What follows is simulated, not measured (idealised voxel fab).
The name of this process module is voxel ribs on slabs.
Section cut is 165 nm wide and gridded with 5 nm square cells.
Notation: cross-section as square-cell grid; stated in bands, top first, going down; one or more cell rows per band. First you get the band's top height and its bottom height, in nm, and then the materials it's made of, left to right, with each width in nm. If you see a single material with "throughout", that one covers the band edge to edge. "empty" is empty space. Where do heights start? At 0: under that level the wafer as delivered is made of one material only. And the lowest band has no floor; it just carries on downward, as in "z 0 and below". A width such as "30..40" changes by the same amount from each row of cells to the next, from the band's top row to its bottom row. Key: "changes: none" - step with no changed cell in the cross-section. Entry "Enclosed void listing" = empty spaces >= 8 cells with no open way to the top; each as width x height at distance, distance from left edge, all nm. Past the settings on a step's line: simulator remark, on that step. For masked steps, "overlay nm" on the step line gives how far right of plan the mask actually lay; a minus sign means it lay to the left.

Intended process steps
1) op RECEIVE | material Si
2) op DIRECTIONAL_DEP | material SiO2 | thk nm 30
3) op DIRECTIONAL_DEP | material polySi | thk nm 20
4) op MASKED_ETCH | tone cover | mask id RIB | width nm 30 | etch materials polySi | depth nm 15 | overlay nm 0
5) op MASKED_ETCH | tone cover | mask id SLAB | width nm 70 | etch materials polySi | depth nm 5 | overlay nm 0
6) op FILL_DEP | material SiO2 | thk nm 20
7) op CMP | height nm 60
8) op DIRECTIONAL_DEP | material W | thk nm 5
9) op PATTERN | tone cover | mask id HEATER | material resist | width nm 40 | thk nm 20 | overlay nm 0
10) op DIRECTIONAL_ETCH | etch materials W | depth nm 5
11) op STRIP | etch materials resist
12) op CONFORMAL_DEP | material SiO2 | thk nm 5

As-received wafer cross-section (after step 1)
* z 0 and below | Si throughout
* Enclosed void listing: none

The first of the two wafers as seen in cross-section once the module was finished; processing followed the plan
* z 70 to 65 | 55 nm empty | 50 nm SiO2 | 60 nm empty
* z 65 to 60 | 60 nm SiO2 | 40 nm W | 65 nm SiO2
* z 60 to 50 | SiO2 throughout
* z 50 to 35 | 65 nm SiO2 | 30 nm polySi | 70 nm SiO2
* z 35 to 30 | 45 nm SiO2 | 70 nm polySi | 50 nm SiO2
* z 30 to 0 | SiO2 throughout
* z 0 and below | Si throughout
* Enclosed void listing: none

Now the second wafer, cross-sectioned at the end of the module. Nothing different at the start, nothing different in the plan compared with the first, just one mistake when it was actually run
* z 70 to 65 | 55 nm empty | 50 nm SiO2 | 60 nm empty
* z 65 to 60 | 60 nm SiO2 | 40 nm W | 65 nm SiO2
* z 60 to 50 | 65..45 nm SiO2 | 30..70 nm polySi | 70..50 nm SiO2
* z 50 to 30 | polySi throughout
* z 30 to 0 | SiO2 throughout
* z 0 and below | Si throughout
* Enclosed void listing: none
Which mistake was made when the wafer was run? step 3 in the plan was executed twice
Count the cells at the end and the second wafer has more or fewer of some materials than the first: -120 SiO2, +120 polySi
